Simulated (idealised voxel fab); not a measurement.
process module | voxel gate over fins
cross-section cut | 250 nm wide | cells 5 nm
A cross-section is a grid of square cells, given in bands from the top down. A band is one or more rows of cells.
Each band's line starts with the height of the band's top and of its bottom, in nm. Then come its materials from left to right, each with its width in nm. One material with "throughout" fills the band from edge to edge. "air" is empty space.
Height 0 is the level under which the wafer as received is all one material. The lowest band goes on downwards, as in "0 down".
A width such as "30 to 40" changes by the same amount from each row of cells to the next, from the band's top row to its bottom row.
"no change" after a step means that no cell of the cross-section changed.
closed voids: empty space of 8 cells or more with no open way to the top, each as width x height at its distance from the left edge, in nm
after a step's settings: what the simulator itself notes on the step
overlay nm, on a step with a mask: how far to the right of its planned place the mask lay; to the left if negative
plan
1 op RECEIVE | material Si
2 op CONFORMAL_DEP | material SiN | thk nm 5
3 op MASKED_ETCH | tone cover | mask id FINS | width nm 15 | pitch nm 35 | etch materials SiN | depth nm 5 | overlay nm 0
4 op MASKED_ETCH | tone cover | mask id FINS | width nm 15 | pitch nm 35 | etch materials Si | depth nm 35 | overlay nm 0
5 op OXIDIZE | depth nm 5
6 op FILL_DEP | material SiO2 | thk nm 10
7 op CMP | height nm 5
8 op SELECTIVE_ETCH | etch materials SiO2 | depth nm 15
9 op STRIP | etch materials SiN
10 op CONFORMAL_DEP | material HfO2 | thk nm 5
11 op CONFORMAL_DEP | material TiN | thk nm 5
12 op CONFORMAL_DEP | material TiAl | thk nm 5
13 op CONFORMAL_DEP | material TiN | thk nm 5
14 op FILL_DEP | material W | thk nm 10
15 op CMP | height nm 25
16 op CONFORMAL_DEP | material SiN | thk nm 10
as received, after step 1
  0 down: Si throughout
  closed voids: none
a wafer at the end: this start, this plan, one mistake
  35 to 25: SiN throughout
  25 to 20: W throughout
  20 to 15: W 85 | TiN 80 | W 85
  15 to 10: W 85 | TiN 5 | TiAl 70 | TiN 5 | W 85
  10 to 5: TiN 90 | TiAl 5 | SiO2 25 | TiAl 10 | SiO2 25 | TiAl 5 | TiN 90
  5 to 0: TiAl 95 | SiO2 5 | HfO2 15 | SiO2 5 | TiAl 10 | SiO2 5 | HfO2 15 | SiO2 5 | TiAl 95
  0 to -5: SiO2 100 | HfO2 5 | Si 5 | HfO2 5 | SiO2 20 | HfO2 5 | Si 5 | HfO2 5 | SiO2 100
  -5 to -10: HfO2 105 | Si 5 | HfO2 30 | Si 5 | HfO2 105
  -10 to -40: SiO2 105 | Si 5 | SiO2 30 | Si 5 | SiO2 105
  -40 down: Si throughout
  closed voids: none
what went wrong: step 11 ran as: op CONFORMAL_DEP | material SiO2 | thk nm 5
